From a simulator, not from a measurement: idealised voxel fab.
Process module name: voxel lift off
Each square cell in cross-section cut measures 5 nm, and the section as a whole is 250 nm wide.
Throughout this document, each cross-section is represented as a grid of square cells and is presented as a sequence of bands enumerated from the top downward, where a band comprises one or more rows of cells.
Band: top height; bottom height; in nm. Then, left to right: material with width in nm, for each material. "edge to edge": a single material spanning edge to edge. "air": empty space.
Heights are measured from 0, the level below which the as-received wafer is all one material; the lowest band has no bottom and continues downward, written as in "0..down".
Note: "30->40" means the width goes from the first number (top row of the band) to the second number (bottom row) in equal steps per row of cells.
It should be understood that the words "nothing was modified", when stated for a given step, signify that the cross-section underwent no change in any of its cells during that step.
This entry, "Entrapped voids", enumerates those empty regions of no fewer than 8 cells that possess no open connection to the top. Each region is reported in the form width x height at distance, the distance being taken from the left edge, with all three quantities expressed in nm.
Where a step's line continues beyond its settings, the continuation is a remark by the simulator itself on that step.
overlay nm: mask offset rightward from planned place, masked step; negative means leftward offset.

-- The following list gives the planned process steps
step 1: op RECEIVE | material Si
step 2: op CONFORMAL_DEP | material SiN | thk nm 15
step 3: op PATTERN | tone open | mask id LINES | material resist | width nm 20 | pitch nm 50 | thk nm 20 | overlay nm 0
step 4: op DIRECTIONAL_DEP | material Ru | thk nm 10
step 5: op STRIP | etch materials resist
step 6: op CONFORMAL_DEP | material SiCN | thk nm 5

-- The first of two wafers, run as planned

-- This is the cross-section of the wafer as we received it, i.e. after step 1
* 0..down = Si edge to edge
* Entrapped voids: none

-- Step 2 done - wafer cross-section
* 15..0 = SiN edge to edge
* Below 0, the layers are the same as they were.

-- Step 3 done - wafer cross-section
* 35..15 = 90 nm resist, 20 nm air, 30 nm resist, 20 nm air, 90 nm resist
* Below 15, the layers are the same as they were.

-- Step 4 done - wafer cross-section
* 45..35 = 90 nm Ru, 20 nm air, 30 nm Ru, 20 nm air, 90 nm Ru
* 35..25 = 90 nm resist, 20 nm air, 30 nm resist, 20 nm air, 90 nm resist
* 25..15 = 90 nm resist, 20 nm Ru, 30 nm resist, 20 nm Ru, 90 nm resist
* Below 15, the layers are the same as they were.

-- Step 5 done - wafer cross-section
* 25..15 = 90 nm air, 20 nm Ru, 30 nm air, 20 nm Ru, 90 nm air
* Below 15, the layers are the same as they were.

-- Step 6 done - wafer cross-section
* 30..25 = 85 nm air, 30 nm SiCN, 20 nm air, 30 nm SiCN, 85 nm air
* 25..20 = 85 nm air, 5 nm SiCN, 20 nm Ru, 5 nm SiCN, 20 nm air, 5 nm SiCN, 20 nm Ru, 5 nm SiCN, 85 nm air
* 20..15 = 90 nm SiCN, 20 nm Ru, 30 nm SiCN, 20 nm Ru, 90 nm SiCN
* Below 15, the layers are the same as they were.

-- Second wafer, same starting conditions and recipe as the first, one mistake in executing it, nothing differs from the first up to and including step 1

-- Second wafer, section view, time point: scheduled end of step 2
* 20..0 = SiN edge to edge
* Below 0, the layers are the same as they were.

-- Second wafer, section view, time point: scheduled end of step 3
* 40..20 = 90 nm resist, 20 nm air, 30 nm resist, 20 nm air, 90 nm resist
* Below 20, the layers are the same as they were.

-- Second wafer, section view, time point: scheduled end of step 4
* 50..40 = 90 nm Ru, 20 nm air, 30 nm Ru, 20 nm air, 90 nm Ru
* 40..30 = 90 nm resist, 20 nm air, 30 nm resist, 20 nm air, 90 nm resist
* 30..20 = 90 nm resist, 20 nm Ru, 30 nm resist, 20 nm Ru, 90 nm resist
* Below 20, the layers are the same as they were.

-- Second wafer, section view, time point: scheduled end of step 5
* 30..20 = 90 nm air, 20 nm Ru, 30 nm air, 20 nm Ru, 90 nm air
* Below 20, the layers are the same as they were.

-- Second wafer, section view, time point: scheduled end of step 6
* 35..30 = 85 nm air, 30 nm SiCN, 20 nm air, 30 nm SiCN, 85 nm air
* 30..25 = 85 nm air, 5 nm SiCN, 20 nm Ru, 5 nm SiCN, 20 nm air, 5 nm SiCN, 20 nm Ru, 5 nm SiCN, 85 nm air
* 25..20 = 90 nm SiCN, 20 nm Ru, 30 nm SiCN, 20 nm Ru, 90 nm SiCN
* Below 20, the layers are the same as they were.
Deviation noted in wafer processing: step 2: run off-plan, actual operation and settings op CONFORMAL_DEP | material SiN | thk nm 20
Per the end-of-run cell counts, the second wafer holds more or fewer of some materials than the first: 50 more of SiN
